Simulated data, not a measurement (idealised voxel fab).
Herein follows the process module entitled voxel tone inversion.
In the cross-section labelled cut, the width is 140 nm and each square cell is 5 nm.
In what follows, cross-sections appear as grids of square cells, described through bands that run from the top down, where every band is one or more rows of cells.
It is stipulated that each band's entry specify, in nanometres, the height of the top of the band and then that of its bottom, followed by the materials of the band in left-to-right sequence, each together with its width in nanometres. A single material marked by the word "full width" is understood to fill the band from edge to edge; the word "empty" is understood to denote empty space.
A quick word on heights: they are counted from 0, and under that level the wafer as it came to us is one material throughout. The lowest band is different from the rest in having no bottom; it simply continues downward, written as in "0 and below".
Per-row width for "30 to 40": begins at first number (top row of band), ends at second number (bottom row), increment between rows held constant.
A step reported as "all unchanged" is a step in which no cell of the cross-section changed.
Closed empty spaces (no open way to the top) of 8 cells or more are what "Cavities, closed" lists, each as width x height at distance from the left edge, nm for all three.
Post-settings text on a step line: simulator's own remark regarding the step.
The setting "overlay nm" may be written on the line of a step. When the step uses a mask, the value reports how far to the right of the planned place the mask lay, and a negative value reports that it lay to the left.
## Steps planned for the process
1,RECEIVE (material Si)
2,CONFORMAL_DEP (material SiCN; thk nm 10)
3,DIRECTIONAL_DEP (material aC; thk nm 15)
4,PATTERN (tone cover; mask id POSTS; material resist; width nm 15; pitch nm 30; thk nm 25; overlay nm 0)
5,DIRECTIONAL_ETCH (etch materials aC; depth nm 15)
6,STRIP (etch materials resist)
7,FILL_DEP (material lowk; thk nm 10)
8,CMP (height nm 25)
9,STRIP (etch materials aC)
## Wafer at receipt (post step 1), cross-section
* 0 and below = Si full width
* Cavities, closed: none
## The first of two wafers, cross-sectioned at the end of the module, with the run proceeding as planned
* 25 down to 10 = lowk 45, then empty 15, then lowk 15, then empty 15, then lowk 50
* 10 down to 0 = SiCN full width
* 0 and below = Si full width
* Cavities, closed: none
## Cross-sectional image of the second wafer of the two following completion of the module. Starting state and process plan were the same as for the first wafer; one execution error occurred
* 25 down to 10 = lowk 35, then empty 15, then lowk 15, then empty 15, then lowk 60
* 10 down to 0 = SiCN full width
* 0 and below = Si full width
* Cavities, closed: none
Finding, execution versus plan: not per plan at step 4, really ran PATTERN (tone cover; mask id POSTS; material resist; width nm 15; pitch nm 30; thk nm 25; overlay nm -10)
The two final wafers agree on how many cells each material fills and disagree on which cells those are.
